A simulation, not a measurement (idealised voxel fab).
process module | voxel gate over fins
cross-section cut | 235 nm wide | cells 5 nm
A cross-section is a grid of square cells, given in bands from the top down. A band is one or more rows of cells.
Each band's line starts with the height of the band's top and of its bottom, in nm. Then come its materials from left to right, each with its width in nm. One material with "throughout" fills the band from edge to edge. "air" is empty space.
Height 0 is the level under which the wafer as received is all one material. The lowest band goes on downwards, as in "0 down".
A width such as "30 to 40" changes by the same amount from each row of cells to the next, from the band's top row to its bottom row.
"no change" after a step means that no cell of the cross-section changed.
closed voids: empty space of 8 cells or more with no open way to the top, each as width x height at its distance from the left edge, in nm
after a step's settings: what the simulator itself notes on the step
overlay nm, on a step with a mask: how far to the right of its planned place the mask lay; to the left if negative
Each pair below shows a cross-section before one step and the cross-section after it, down to the lowest band that changed. The line under each pair gives the step between them, with its settings. The pairs can come from different runs of this module on the same starting wafer, so a pair continues from the pair above only where its "before" says so.
before
  0 down: Si throughout
  closed voids: none
after
  5 to 0: SiN throughout
  below 0: unchanged
  closed voids: none
the step between: op CONFORMAL_DEP | material SiN | thk nm 5
before: the cross-section after the pair above
after
  5 to 0: air 80 | SiN 15 | air 40 | SiN 15 | air 85
  below 0: unchanged
  closed voids: none
the step between: op MASKED_ETCH | tone cover | mask id FINS | width nm 15 | pitch nm 55 | etch materials SiN | depth nm 5 | overlay nm 0
before: the cross-section after the pair above
after
  5 to 0: air 80 | SiN 15 | air 40 | SiN 15 | air 85
  0 to -40: air 80 | Si 15 | air 40 | Si 15 | air 85
  below -40: unchanged
  closed voids: none
the step between: op MASKED_ETCH | tone cover | mask id FINS | width nm 15 | pitch nm 55 | etch materials Si | depth nm 40 | overlay nm 0
before: the cross-section after the pair above
after
  5 to 0: air 80 | SiN 15 | air 40 | SiN 15 | air 85
  0 to -40: air 80 | SiO2 5 | Si 5 | SiO2 5 | air 40 | SiO2 5 | Si 5 | SiO2 5 | air 85
  -40 to -45: SiO2 85 | Si 5 | SiO2 50 | Si 5 | SiO2 90
  below -45: unchanged
  closed voids: none
the step between: op OXIDIZE | depth nm 5
before: the cross-section after the pair above
after
  15 to 5: SiO2 throughout
  5 to 0: SiO2 80 | SiN 15 | SiO2 40 | SiN 15 | SiO2 85
  0 to -45: SiO2 85 | Si 5 | SiO2 50 | Si 5 | SiO2 90
  below -45: unchanged
  closed voids: none
the step between: op FILL_DEP | material SiO2 | thk nm 10
before: the cross-section after the pair above
after
  5 to 0: SiO2 80 | SiN 15 | SiO2 40 | SiN 15 | SiO2 85
  below 0: unchanged
  closed voids: none
the step between: op CMP | height nm 5
before: the cross-section after the pair above
after
  25 to 5: resist 105 | air 15 | resist 115
  below 5: unchanged
  closed voids: none
the step between: op PATTERN | tone open | mask id RAIL | material resist | width nm 15 | thk nm 20 | overlay nm 0
before: the cross-section after the pair above
after
  25 to 5: resist 105 | air 15 | resist 115
  5 to 0: SiO2 80 | SiN 15 | SiO2 10 | air 15 | SiO2 15 | SiN 15 | SiO2 85
  0 to -35: SiO2 85 | Si 5 | SiO2 15 | air 15 | SiO2 20 | Si 5 | SiO2 90
  below -35: unchanged
  closed voids: none
the step between: op DIRECTIONAL_ETCH | etch materials SiO2 | depth nm 40
before: the cross-section after the pair above
after
  5 to 0: SiO2 80 | SiN 15 | SiO2 10 | air 15 | SiO2 15 | SiN 15 | SiO2 85
  below 0: unchanged
  closed voids: none
the step between: op STRIP | etch materials resist
before: the cross-section after the pair above
after
  10 to 5: TiN 110 | air 5 | TiN 120
  5 to 0: SiO2 80 | SiN 15 | SiO2 10 | TiN 5 | air 5 | TiN 5 | SiO2 15 | SiN 15 | SiO2 85
  0 to -30: SiO2 85 | Si 5 | SiO2 15 | TiN 5 | air 5 | TiN 5 | SiO2 20 | Si 5 | SiO2 90
  -30 to -35: SiO2 85 | Si 5 | SiO2 15 | TiN 15 | SiO2 20 | Si 5 | SiO2 90
  below -35: unchanged
  closed voids: none
the step between: op CONFORMAL_DEP | material TiN | thk nm 5
before: the cross-section after the pair above
after
  15 to 10: Ru throughout
  10 to 5: TiN 110 | Ru 5 | TiN 120
  5 to 0: SiO2 80 | SiN 15 | SiO2 10 | TiN 5 | Ru 5 | TiN 5 | SiO2 15 | SiN 15 | SiO2 85
  0 to -30: SiO2 85 | Si 5 | SiO2 15 | TiN 5 | Ru 5 | TiN 5 | SiO2 20 | Si 5 | SiO2 90
  below -30: unchanged
  closed voids: none
the step between: op FILL_DEP | material Ru | thk nm 5
before: the cross-section after the pair above
after
  5 to 0: SiO2 80 | SiN 15 | SiO2 10 | TiN 5 | Ru 5 | TiN 5 | SiO2 15 | SiN 15 | SiO2 85
  below 0: unchanged
  closed voids: none
the step between: op CMP | height nm 5
before: the cross-section after the pair above
after
  5 to 0: SiO2 80 | SiN 15 | SiO2 10 | air 15 | SiO2 15 | SiN 15 | SiO2 85
  0 to -20: SiO2 85 | Si 5 | SiO2 15 | air 15 | SiO2 20 | Si 5 | SiO2 90
  below -20: unchanged
  closed voids: none
the step between: op SELECTIVE_ETCH | etch materials W Ru TiN | depth nm 25
before: the cross-section after the pair above
after
  10 to 5: SiO2 throughout
  5 to 0: SiO2 80 | SiN 15 | SiO2 40 | SiN 15 | SiO2 85
  0 to -20: SiO2 85 | Si 5 | SiO2 50 | Si 5 | SiO2 90
  below -20: unchanged
  closed voids: none
the step between: op FILL_DEP | material SiO2 | thk nm 5
before: the cross-section after the pair above
after
  5 to 0: SiO2 80 | SiN 15 | SiO2 40 | SiN 15 | SiO2 85
  below 0: unchanged
  closed voids: none
the step between: op CMP | height nm 5
before: the cross-section after the pair above
after
  5 to 0: air 80 | SiN 15 | air 40 | SiN 15 | air 85
  0 to -10: air 85 | Si 5 | air 50 | Si 5 | air 90
  below -10: unchanged
  closed voids: none
the step between: op SELECTIVE_ETCH | etch materials SiO2 | depth nm 15
before: the cross-section after the pair above
after
  0 to -10: air 85 | Si 5 | air 50 | Si 5 | air 90
  below -10: unchanged
  closed voids: none
the step between: op STRIP | etch materials SiN
before: the cross-section after the pair above
after
  5 to 0: air 80 | HfO2 15 | air 40 | HfO2 15 | air 85
  0 to -5: air 80 | HfO2 5 | Si 5 | HfO2 5 | air 40 | HfO2 5 | Si 5 | HfO2 5 | air 85
  -5 to -10: HfO2 85 | Si 5 | HfO2 50 | Si 5 | HfO2 90
  below -10: unchanged
  closed voids: none
the step between: op CONFORMAL_DEP | material HfO2 | thk nm 5
before: the cross-section after the pair above
after
  10 to 5: air 75 | TiN 25 | air 30 | TiN 25 | air 80
  5 to 0: air 75 | TiN 5 | HfO2 15 | TiN 5 | air 30 | TiN 5 | HfO2 15 | TiN 5 | air 80
  0 to -5: TiN 80 | HfO2 5 | Si 5 | HfO2 5 | TiN 40 | HfO2 5 | Si 5 | HfO2 5 | TiN 85
  below -5: unchanged
  closed voids: none
the step between: op CONFORMAL_DEP | material TiN | thk nm 5
before: the cross-section after the pair above
after
  15 to 10: air 70 | TiAl 35 | air 20 | TiAl 35 | air 75
  10 to 5: air 70 | TiAl 5 | TiN 25 | TiAl 5 | air 20 | TiAl 5 | TiN 25 | TiAl 5 | air 75
  5 to 0: TiAl 75 | TiN 5 | HfO2 15 | TiN 5 | TiAl 30 | TiN 5 | HfO2 15 | TiN 5 | TiAl 80
  below 0: unchanged
  closed voids: none
the step between: op CONFORMAL_DEP | material TiAl | thk nm 5
before: the cross-section after the pair above
after
  20 to 15: air 65 | TiN 45 | air 10 | TiN 45 | air 70
  15 to 10: air 65 | TiN 5 | TiAl 35 | TiN 5 | air 10 | TiN 5 | TiAl 35 | TiN 5 | air 70
  10 to 5: TiN 70 | TiAl 5 | TiN 25 | TiAl 5 | TiN 20 | TiAl 5 | TiN 25 | TiAl 5 | TiN 75
  below 5: unchanged
  closed voids: none
the step between: op CONFORMAL_DEP | material TiN | thk nm 5
before: the cross-section after the pair above
after
  35 to 20: W throughout
  20 to 15: W 65 | TiN 45 | W 10 | TiN 45 | W 70
  15 to 10: W 65 | TiN 5 | TiAl 35 | TiN 5 | W 10 | TiN 5 | TiAl 35 | TiN 5 | W 70
  below 10: unchanged
  closed voids: none
the step between: op FILL_DEP | material W | thk nm 15
before: the cross-section after the pair above
after
  30 to 20: W throughout
  below 20: unchanged
  closed voids: none
the step between: op CMP | height nm 30
before: the cross-section after the pair above
after
  35 to 30: SiN throughout
  below 30: unchanged
  closed voids: none
the step between: op CONFORMAL_DEP | material SiN | thk nm 5
before
  0 to -10: air 85 | Si 5 | air 50 | Si 5 | air 90
  -10 to -20: SiO2 85 | Si 5 | SiO2 50 | Si 5 | SiO2 90
  -20 to -30: SiO2 85 | Si 5 | SiO2 15 | TiN 5 | Ru 5 | TiN 5 | SiO2 20 | Si 5 | SiO2 90
  -30 to -35: SiO2 85 | Si 5 | SiO2 15 | TiN 15 | SiO2 20 | Si 5 | SiO2 90
  -35 to -45: SiO2 85 | Si 5 | SiO2 50 | Si 5 | SiO2 90
  -45 down: Si throughout
  closed voids: none
after
  5 to 0: air 80 | TiN 15 | air 40 | TiN 15 | air 85
  0 to -5: air 80 | TiN 5 | Si 5 | TiN 5 | air 40 | TiN 5 | Si 5 | TiN 5 | air 85
  -5 to -10: TiN 85 | Si 5 | TiN 50 | Si 5 | TiN 90
  below -10: unchanged
  closed voids: none
the step between: op CONFORMAL_DEP | material TiN | thk nm 5
before: the cross-section after the pair above
after
  10 to 5: air 75 | TiAl 25 | air 30 | TiAl 25 | air 80
  5 to 0: air 75 | TiAl 5 | TiN 15 | TiAl 5 | air 30 | TiAl 5 | TiN 15 | TiAl 5 | air 80
  0 to -5: TiAl 80 | TiN 5 | Si 5 | TiN 5 | TiAl 40 | TiN 5 | Si 5 | TiN 5 | TiAl 85
  below -5: unchanged
  closed voids: none
the step between: op CONFORMAL_DEP | material TiAl | thk nm 5
before: the cross-section after the pair above
after
  15 to 10: air 70 | TiN 35 | air 20 | TiN 35 | air 75
  10 to 5: air 70 | TiN 5 | TiAl 25 | TiN 5 | air 20 | TiN 5 | TiAl 25 | TiN 5 | air 75
  5 to 0: TiN 75 | TiAl 5 | TiN 15 | TiAl 5 | TiN 30 | TiAl 5 | TiN 15 | TiAl 5 | TiN 80
  below 0: unchanged
  closed voids: none
the step between: op CONFORMAL_DEP | material TiN | thk nm 5
before: the cross-section after the pair above
after
  30 to 15: W throughout
  15 to 10: W 70 | TiN 35 | W 20 | TiN 35 | W 75
  10 to 5: W 70 | TiN 5 | TiAl 25 | TiN 5 | W 20 | TiN 5 | TiAl 25 | TiN 5 | W 75
  below 5: unchanged
  closed voids: none
the step between: op FILL_DEP | material W | thk nm 15
before: the cross-section after the pair above
after
  35 to 30: SiN throughout
  below 30: unchanged
  closed voids: none
the step between: op CONFORMAL_DEP | material SiN | thk nm 5
before
  5 to 0: air 80 | SiN 15 | air 40 | SiN 15 | air 85
  0 to -10: air 85 | Si 5 | air 50 | Si 5 | air 90
  -10 to -20: SiO2 85 | Si 5 | SiO2 50 | Si 5 | SiO2 90
  -20 to -30: SiO2 85 | Si 5 | SiO2 15 | TiN 5 | Ru 5 | TiN 5 | SiO2 20 | Si 5 | SiO2 90
  -30 to -35: SiO2 85 | Si 5 | SiO2 15 | TiN 15 | SiO2 20 | Si 5 | SiO2 90
  -35 to -45: SiO2 85 | Si 5 | SiO2 50 | Si 5 | SiO2 90
  -45 down: Si throughout
  closed voids: none
after
  5 to 0: air 80 | SiN 15 | air 40 | SiN 15 | air 85
  0 to -20: air 85 | Si 5 | air 50 | Si 5 | air 90
  -20 to -25: air 85 | Si 5 | air 15 | TiN 5 | Ru 5 | TiN 5 | air 20 | Si 5 | air 90
  below -25: unchanged
  closed voids: none
the step between: op SELECTIVE_ETCH | etch materials SiO2 | depth nm 15
before: the cross-section after the pair above
after
  0 to -20: air 85 | Si 5 | air 50 | Si 5 | air 90
  below -20: unchanged
  closed voids: none
the step between: op STRIP | etch materials SiN
before: the cross-section after the pair above
after
  5 to 0: air 80 | HfO2 15 | air 40 | HfO2 15 | air 85
  0 to -15: air 80 | HfO2 5 | Si 5 | HfO2 5 | air 40 | HfO2 5 | Si 5 | HfO2 5 | air 85
  -15 to -20: air 80 | HfO2 5 | Si 5 | HfO2 5 | air 5 | HfO2 25 | air 10 | HfO2 5 | Si 5 | HfO2 5 | air 85
  -20 to -25: HfO2 85 | Si 5 | HfO2 15 | TiN 5 | Ru 5 | TiN 5 | HfO2 20 | Si 5 | HfO2 90
  below -25: unchanged
  closed voids: none
the step between: op CONFORMAL_DEP | material HfO2 | thk nm 5
before: the cross-section after the pair above
after
  10 to 5: air 75 | TiN 25 | air 30 | TiN 25 | air 80
  5 to 0: air 75 | TiN 5 | HfO2 15 | TiN 5 | air 30 | TiN 5 | HfO2 15 | TiN 5 | air 80
  0 to -10: air 75 | TiN 5 | HfO2 5 | Si 5 | HfO2 5 | TiN 5 | air 30 | TiN 5 | HfO2 5 | Si 5 | HfO2 5 | TiN 5 | air 80
  -10 to -15: air 75 | TiN 5 | HfO2 5 | Si 5 | HfO2 5 | TiN 40 | HfO2 5 | Si 5 | HfO2 5 | TiN 5 | air 80
  -15 to -20: TiN 80 | HfO2 5 | Si 5 | HfO2 5 | TiN 5 | HfO2 25 | TiN 10 | HfO2 5 | Si 5 | HfO2 5 | TiN 85
  below -20: unchanged
  closed voids: none
the step between: op CONFORMAL_DEP | material TiN | thk nm 5
before: the cross-section after the pair above
after
  15 to 10: air 70 | TiAl 35 | air 20 | TiAl 35 | air 75
  10 to 5: air 70 | TiAl 5 | TiN 25 | TiAl 5 | air 20 | TiAl 5 | TiN 25 | TiAl 5 | air 75
  5 to 0: air 70 | TiAl 5 | TiN 5 | HfO2 15 | TiN 5 | TiAl 5 | air 20 | TiAl 5 | TiN 5 | HfO2 15 | TiN 5 | TiAl 5 | air 75
  0 to -5: air 70 | TiAl 5 | TiN 5 | HfO2 5 | Si 5 | HfO2 5 | TiN 5 | TiAl 5 | air 20 | TiAl 5 | TiN 5 | HfO2 5 | Si 5 | HfO2 5 | TiN 5 | TiAl 5 | air 75
  -5 to -10: air 70 | TiAl 5 | TiN 5 | HfO2 5 | Si 5 | HfO2 5 | TiN 5 | TiAl 30 | TiN 5 | HfO2 5 | Si 5 | HfO2 5 | TiN 5 | TiAl 5 | air 75
  -10 to -15: TiAl 75 | TiN 5 | HfO2 5 | Si 5 | HfO2 5 | TiN 40 | HfO2 5 | Si 5 | HfO2 5 | TiN 5 | TiAl 80
  below -15: unchanged
  closed voids: none
the step between: op CONFORMAL_DEP | material TiAl | thk nm 5
before: the cross-section after the pair above
after
  20 to 15: air 65 | TiN 45 | air 10 | TiN 45 | air 70
  15 to 10: air 65 | TiN 5 | TiAl 35 | TiN 5 | air 10 | TiN 5 | TiAl 35 | TiN 5 | air 70
  10 to 5: air 65 | TiN 5 | TiAl 5 | TiN 25 | TiAl 5 | TiN 5 | air 10 | TiN 5 | TiAl 5 | TiN 25 | TiAl 5 | TiN 5 | air 70
  5 to 0: air 65 | TiN 5 | TiAl 5 | TiN 5 | HfO2 15 | TiN 5 | TiAl 5 | TiN 5 | air 10 | TiN 5 | TiAl 5 | TiN 5 | HfO2 15 | TiN 5 | TiAl 5 | TiN 5 | air 70
  0 to -5: air 65 | TiN 5 | TiAl 5 | TiN 5 | HfO2 5 | Si 5 | HfO2 5 | TiN 5 | TiAl 5 | TiN 20 | TiAl 5 | TiN 5 | HfO2 5 | Si 5 | HfO2 5 | TiN 5 | TiAl 5 | TiN 5 | air 70
  -5 to -10: TiN 70 | TiAl 5 | TiN 5 | HfO2 5 | Si 5 | HfO2 5 | TiN 5 | TiAl 30 | TiN 5 | HfO2 5 | Si 5 | HfO2 5 | TiN 5 | TiAl 5 | TiN 75
  below -10: unchanged
  closed voids: none
the step between: op CONFORMAL_DEP | material TiN | thk nm 5
before: the cross-section after the pair above
after
  35 to 20: W throughout
  20 to 15: W 65 | TiN 45 | W 10 | TiN 45 | W 70
  15 to 10: W 65 | TiN 5 | TiAl 35 | TiN 5 | W 10 | TiN 5 | TiAl 35 | TiN 5 | W 70
  10 to 5: W 65 | TiN 5 | TiAl 5 | TiN 25 | TiAl 5 | TiN 5 | W 10 | TiN 5 | TiAl 5 | TiN 25 | TiAl 5 | TiN 5 | W 70
  5 to 0: W 65 | TiN 5 | TiAl 5 | TiN 5 | HfO2 15 | TiN 5 | TiAl 5 | TiN 5 | W 10 | TiN 5 | TiAl 5 | TiN 5 | HfO2 15 | TiN 5 | TiAl 5 | TiN 5 | W 70
  0 to -5: W 65 | TiN 5 | TiAl 5 | TiN 5 | HfO2 5 | Si 5 | HfO2 5 | TiN 5 | TiAl 5 | TiN 20 | TiAl 5 | TiN 5 | HfO2 5 | Si 5 | HfO2 5 | TiN 5 | TiAl 5 | TiN 5 | W 70
  below -5: unchanged
  closed voids: none
the step between: op FILL_DEP | material W | thk nm 15
before: the cross-section after the pair above
after
  30 to 20: W throughout
  below 20: unchanged
  closed voids: none
the step between: op CMP | height nm 30
before: the cross-section after the pair above
after
  35 to 30: SiN throughout
  below 30: unchanged
  closed voids: none
the step between: op CONFORMAL_DEP | material SiN | thk nm 5
before
  5 to 0: air 80 | TiN 15 | air 40 | TiN 15 | air 85
  0 to -5: air 80 | TiN 5 | Si 5 | TiN 5 | air 40 | TiN 5 | Si 5 | TiN 5 | air 85
  -5 to -10: TiN 85 | Si 5 | TiN 50 | Si 5 | TiN 90
  -10 to -20: SiO2 85 | Si 5 | SiO2 50 | Si 5 | SiO2 90
  -20 to -30: SiO2 85 | Si 5 | SiO2 15 | TiN 5 | Ru 5 | TiN 5 | SiO2 20 | Si 5 | SiO2 90
  -30 to -35: SiO2 85 | Si 5 | SiO2 15 | TiN 15 | SiO2 20 | Si 5 | SiO2 90
  -35 to -45: SiO2 85 | Si 5 | SiO2 50 | Si 5 | SiO2 90
  -45 down: Si throughout
  closed voids: none
after
  10 to 5: air 75 | HfO2 25 | air 30 | HfO2 25 | air 80
  5 to 0: air 75 | HfO2 5 | TiN 15 | HfO2 5 | air 30 | HfO2 5 | TiN 15 | HfO2 5 | air 80
  0 to -5: HfO2 80 | TiN 5 | Si 5 | TiN 5 | HfO2 40 | TiN 5 | Si 5 | TiN 5 | HfO2 85
  below -5: unchanged
  closed voids: none
the step between: op CONFORMAL_DEP | material HfO2 | thk nm 5
before: the cross-section after the pair above
after
  15 to 10: air 70 | TiAl 35 | air 20 | TiAl 35 | air 75
  10 to 5: air 70 | TiAl 5 | HfO2 25 | TiAl 5 | air 20 | TiAl 5 | HfO2 25 | TiAl 5 | air 75
  5 to 0: TiAl 75 | HfO2 5 | TiN 15 | HfO2 5 | TiAl 30 | HfO2 5 | TiN 15 | HfO2 5 | TiAl 80
  below 0: unchanged
  closed voids: none
the step between: op CONFORMAL_DEP | material TiAl | thk nm 5
before: the cross-section after the pair above
after
  20 to 15: air 65 | TiN 45 | air 10 | TiN 45 | air 70
  15 to 10: air 65 | TiN 5 | TiAl 35 | TiN 5 | air 10 | TiN 5 | TiAl 35 | TiN 5 | air 70
  10 to 5: TiN 70 | TiAl 5 | HfO2 25 | TiAl 5 | TiN 20 | TiAl 5 | HfO2 25 | TiAl 5 | TiN 75
  below 5: unchanged
  closed voids: none
the step between: op CONFORMAL_DEP | material TiN | thk nm 5
before: the cross-section after the pair above
after
  35 to 20: W throughout
  20 to 15: W 65 | TiN 45 | W 10 | TiN 45 | W 70
  15 to 10: W 65 | TiN 5 | TiAl 35 | TiN 5 | W 10 | TiN 5 | TiAl 35 | TiN 5 | W 70
  below 10: unchanged
  closed voids: none
the step between: op FILL_DEP | material W | thk nm 15
before: the cross-section after the pair above
after
  30 to 20: W throughout
  below 20: unchanged
  closed voids: none
the step between: op CMP | height nm 30
before: the cross-section after the pair above
after
  35 to 30: SiN throughout
  below 30: unchanged
  closed voids: none
the step between: op CONFORMAL_DEP | material SiN | thk nm 5
before
  10 to 5: SiO2 throughout
  5 to 0: SiO2 80 | SiN 15 | SiO2 40 | SiN 15 | SiO2 85
  0 to -20: SiO2 85 | Si 5 | SiO2 50 | Si 5 | SiO2 90
  -20 to -30: SiO2 85 | Si 5 | SiO2 15 | TiN 5 | Ru 5 | TiN 5 | SiO2 20 | Si 5 | SiO2 90
  -30 to -35: SiO2 85 | Si 5 | SiO2 15 | TiN 15 | SiO2 20 | Si 5 | SiO2 90
  -35 to -45: SiO2 85 | Si 5 | SiO2 50 | Si 5 | SiO2 90
  -45 down: Si throughout
  closed voids: none
after
  -5 to -20: SiO2 85 | Si 5 | SiO2 50 | Si 5 | SiO2 90
  below -20: unchanged
  closed voids: none
the step between: op CMP | height nm -5
before: the cross-section after the pair above
after
  -5 to -20: air 85 | Si 5 | air 50 | Si 5 | air 90
  below -20: unchanged
  closed voids: none
the step between: op SELECTIVE_ETCH | etch materials SiO2 | depth nm 15
before: the cross-section after the pair above
after
  0 to -5: air 80 | HfO2 15 | air 40 | HfO2 15 | air 85
  -5 to -15: air 80 | HfO2 5 | Si 5 | HfO2 5 | air 40 | HfO2 5 | Si 5 | HfO2 5 | air 85
  -15 to -20: HfO2 85 | Si 5 | HfO2 50 | Si 5 | HfO2 90
  below -20: unchanged
  closed voids: none
the step between: op CONFORMAL_DEP | material HfO2 | thk nm 5
before: the cross-section after the pair above
after
  5 to 0: air 75 | TiN 25 | air 30 | TiN 25 | air 80
  0 to -5: air 75 | TiN 5 | HfO2 15 | TiN 5 | air 30 | TiN 5 | HfO2 15 | TiN 5 | air 80
  -5 to -10: air 75 | TiN 5 | HfO2 5 | Si 5 | HfO2 5 | TiN 5 | air 30 | TiN 5 | HfO2 5 | Si 5 | HfO2 5 | TiN 5 | air 80
  -10 to -15: TiN 80 | HfO2 5 | Si 5 | HfO2 5 | TiN 40 | HfO2 5 | Si 5 | HfO2 5 | TiN 85
  below -15: unchanged
  closed voids: none
the step between: op CONFORMAL_DEP | material TiN | thk nm 5
before: the cross-section after the pair above
after
  10 to 5: air 70 | TiAl 35 | air 20 | TiAl 35 | air 75
  5 to 0: air 70 | TiAl 5 | TiN 25 | TiAl 5 | air 20 | TiAl 5 | TiN 25 | TiAl 5 | air 75
  0 to -5: air 70 | TiAl 5 | TiN 5 | HfO2 15 | TiN 5 | TiAl 5 | air 20 | TiAl 5 | TiN 5 | HfO2 15 | TiN 5 | TiAl 5 | air 75
  -5 to -10: TiAl 75 | TiN 5 | HfO2 5 | Si 5 | HfO2 5 | TiN 5 | TiAl 30 | TiN 5 | HfO2 5 | Si 5 | HfO2 5 | TiN 5 | TiAl 80
  below -10: unchanged
  closed voids: none
the step between: op CONFORMAL_DEP | material TiAl | thk nm 5
before: the cross-section after the pair above
after
  15 to 10: air 65 | TiN 45 | air 10 | TiN 45 | air 70
  10 to 5: air 65 | TiN 5 | TiAl 35 | TiN 5 | air 10 | TiN 5 | TiAl 35 | TiN 5 | air 70
  5 to 0: air 65 | TiN 5 | TiAl 5 | TiN 25 | TiAl 5 | TiN 5 | air 10 | TiN 5 | TiAl 5 | TiN 25 | TiAl 5 | TiN 5 | air 70
  0 to -5: TiN 70 | TiAl 5 | TiN 5 | HfO2 15 | TiN 5 | TiAl 5 | TiN 20 | TiAl 5 | TiN 5 | HfO2 15 | TiN 5 | TiAl 5 | TiN 75
  below -5: unchanged
  closed voids: none
the step between: op CONFORMAL_DEP | material TiN | thk nm 5
before: the cross-section after the pair above
after
  30 to 15: W throughout
  15 to 10: W 65 | TiN 45 | W 10 | TiN 45 | W 70
  10 to 5: W 65 | TiN 5 | TiAl 35 | TiN 5 | W 10 | TiN 5 | TiAl 35 | TiN 5 | W 70
  5 to 0: W 65 | TiN 5 | TiAl 5 | TiN 25 | TiAl 5 | TiN 5 | W 10 | TiN 5 | TiAl 5 | TiN 25 | TiAl 5 | TiN 5 | W 70
  below 0: unchanged
  closed voids: none
the step between: op FILL_DEP | material W | thk nm 15
before: the cross-section after the pair above
after
  35 to 30: SiN throughout
  below 30: unchanged
  closed voids: none
the step between: op CONFORMAL_DEP | material SiN | thk nm 5
before
  5 to 0: SiO2 80 | SiN 15 | SiO2 40 | SiN 15 | SiO2 85
  0 to -45: SiO2 85 | Si 5 | SiO2 50 | Si 5 | SiO2 90
  -45 down: Si throughout
  closed voids: none
after
  25 to 5: resist 105 | air 20 | resist 110
  below 5: unchanged
  closed voids: none
the step between: op PATTERN | tone open | mask id RAIL | material resist | width nm 20 | thk nm 20 | overlay nm 0
before: the cross-section after the pair above
after
  25 to 5: resist 105 | air 20 | resist 110
  5 to 0: SiO2 80 | SiN 15 | SiO2 10 | air 20 | SiO2 10 | SiN 15 | SiO2 85
  0 to -35: SiO2 85 | Si 5 | SiO2 15 | air 20 | SiO2 15 | Si 5 | SiO2 90
  below -35: unchanged
  closed voids: none
the step between: op DIRECTIONAL_ETCH | etch materials SiO2 | depth nm 40
before: the cross-section after the pair above
after
  5 to 0: SiO2 80 | SiN 15 | SiO2 10 | air 20 | SiO2 10 | SiN 15 | SiO2 85
  below 0: unchanged
  closed voids: none
the step between: op STRIP | etch materials resist
before: the cross-section after the pair above
after
  10 to 5: TiN 110 | air 10 | TiN 115
  5 to 0: SiO2 80 | SiN 15 | SiO2 10 | TiN 5 | air 10 | TiN 5 | SiO2 10 | SiN 15 | SiO2 85
  0 to -30: SiO2 85 | Si 5 | SiO2 15 | TiN 5 | air 10 | TiN 5 | SiO2 15 | Si 5 | SiO2 90
  -30 to -35: SiO2 85 | Si 5 | SiO2 15 | TiN 20 | SiO2 15 | Si 5 | SiO2 90
  below -35: unchanged
  closed voids: none
the step between: op CONFORMAL_DEP | material TiN | thk nm 5
before: the cross-section after the pair above
after
  15 to 10: Ru throughout
  10 to 5: TiN 110 | Ru 10 | TiN 115
  5 to 0: SiO2 80 | SiN 15 | SiO2 10 | TiN 5 | Ru 10 | TiN 5 | SiO2 10 | SiN 15 | SiO2 85
  0 to -30: SiO2 85 | Si 5 | SiO2 15 | TiN 5 | Ru 10 | TiN 5 | SiO2 15 | Si 5 | SiO2 90
  below -30: unchanged
  closed voids: none
the step between: op FILL_DEP | material Ru | thk nm 5
before: the cross-section after the pair above
after
  5 to 0: SiO2 80 | SiN 15 | SiO2 10 | TiN 5 | Ru 10 | TiN 5 | SiO2 10 | SiN 15 | SiO2 85
  below 0: unchanged
  closed voids: none
the step between: op CMP | height nm 5
before: the cross-section after the pair above
after
  5 to 0: SiO2 80 | SiN 15 | SiO2 10 | air 20 | SiO2 10 | SiN 15 | SiO2 85
  0 to -20: SiO2 85 | Si 5 | SiO2 15 | air 20 | SiO2 15 | Si 5 | SiO2 90
  below -20: unchanged
  closed voids: none
the step between: op SELECTIVE_ETCH | etch materials W Ru TiN | depth nm 25
before: the cross-section after the pair above
after
  10 to 5: SiO2 throughout
  5 to 0: SiO2 80 | SiN 15 | SiO2 40 | SiN 15 | SiO2 85
  0 to -20: SiO2 85 | Si 5 | SiO2 50 | Si 5 | SiO2 90
  below -20: unchanged
  closed voids: none
the step between: op FILL_DEP | material SiO2 | thk nm 5
before: the cross-section after the pair above
after
  5 to 0: SiO2 80 | SiN 15 | SiO2 40 | SiN 15 | SiO2 85
  below 0: unchanged
  closed voids: none
the step between: op CMP | height nm 5
before: the cross-section after the pair above
after
  5 to 0: air 80 | SiN 15 | air 40 | SiN 15 | air 85
  0 to -10: air 85 | Si 5 | air 50 | Si 5 | air 90
  below -10: unchanged
  closed voids: none
the step between: op SELECTIVE_ETCH | etch materials SiO2 | depth nm 15
before: the cross-section after the pair above
after
  0 to -10: air 85 | Si 5 | air 50 | Si 5 | air 90
  below -10: unchanged
  closed voids: none
the step between: op STRIP | etch materials SiN
before: the cross-section after the pair above
after
  5 to 0: air 80 | HfO2 15 | air 40 | HfO2 15 | air 85
  0 to -5: air 80 | HfO2 5 | Si 5 | HfO2 5 | air 40 | HfO2 5 | Si 5 | HfO2 5 | air 85
  -5 to -10: HfO2 85 | Si 5 | HfO2 50 | Si 5 | HfO2 90
  below -10: unchanged
  closed voids: none
the step between: op CONFORMAL_DEP | material HfO2 | thk nm 5
before: the cross-section after the pair above
after
  10 to 5: air 75 | TiN 25 | air 30 | TiN 25 | air 80
  5 to 0: air 75 | TiN 5 | HfO2 15 | TiN 5 | air 30 | TiN 5 | HfO2 15 | TiN 5 | air 80
  0 to -5: TiN 80 | HfO2 5 | Si 5 | HfO2 5 | TiN 40 | HfO2 5 | Si 5 | HfO2 5 | TiN 85
  below -5: unchanged
  closed voids: none
the step between: op CONFORMAL_DEP | material TiN | thk nm 5
before: the cross-section after the pair above
after
  15 to 10: air 70 | TiAl 35 | air 20 | TiAl 35 | air 75
  10 to 5: air 70 | TiAl 5 | TiN 25 | TiAl 5 | air 20 | TiAl 5 | TiN 25 | TiAl 5 | air 75
  5 to 0: TiAl 75 | TiN 5 | HfO2 15 | TiN 5 | TiAl 30 | TiN 5 | HfO2 15 | TiN 5 | TiAl 80
  below 0: unchanged
  closed voids: none
the step between: op CONFORMAL_DEP | material TiAl | thk nm 5
before: the cross-section after the pair above
after
  20 to 15: air 65 | TiN 45 | air 10 | TiN 45 | air 70
  15 to 10: air 65 | TiN 5 | TiAl 35 | TiN 5 | air 10 | TiN 5 | TiAl 35 | TiN 5 | air 70
  10 to 5: TiN 70 | TiAl 5 | TiN 25 | TiAl 5 | TiN 20 | TiAl 5 | TiN 25 | TiAl 5 | TiN 75
  below 5: unchanged
  closed voids: none
the step between: op CONFORMAL_DEP | material TiN | thk nm 5
before: the cross-section after the pair above
after
  35 to 20: W throughout
  20 to 15: W 65 | TiN 45 | W 10 | TiN 45 | W 70
  15 to 10: W 65 | TiN 5 | TiAl 35 | TiN 5 | W 10 | TiN 5 | TiAl 35 | TiN 5 | W 70
  below 10: unchanged
  closed voids: none
the step between: op FILL_DEP | material W | thk nm 15
before: the cross-section after the pair above
after
  30 to 20: W throughout
  below 20: unchanged
  closed voids: none
the step between: op CMP | height nm 30
before: the cross-section after the pair above
after
  35 to 30: SiN throughout
  below 30: unchanged
  closed voids: none
the step between: op CONFORMAL_DEP | material SiN | thk nm 5
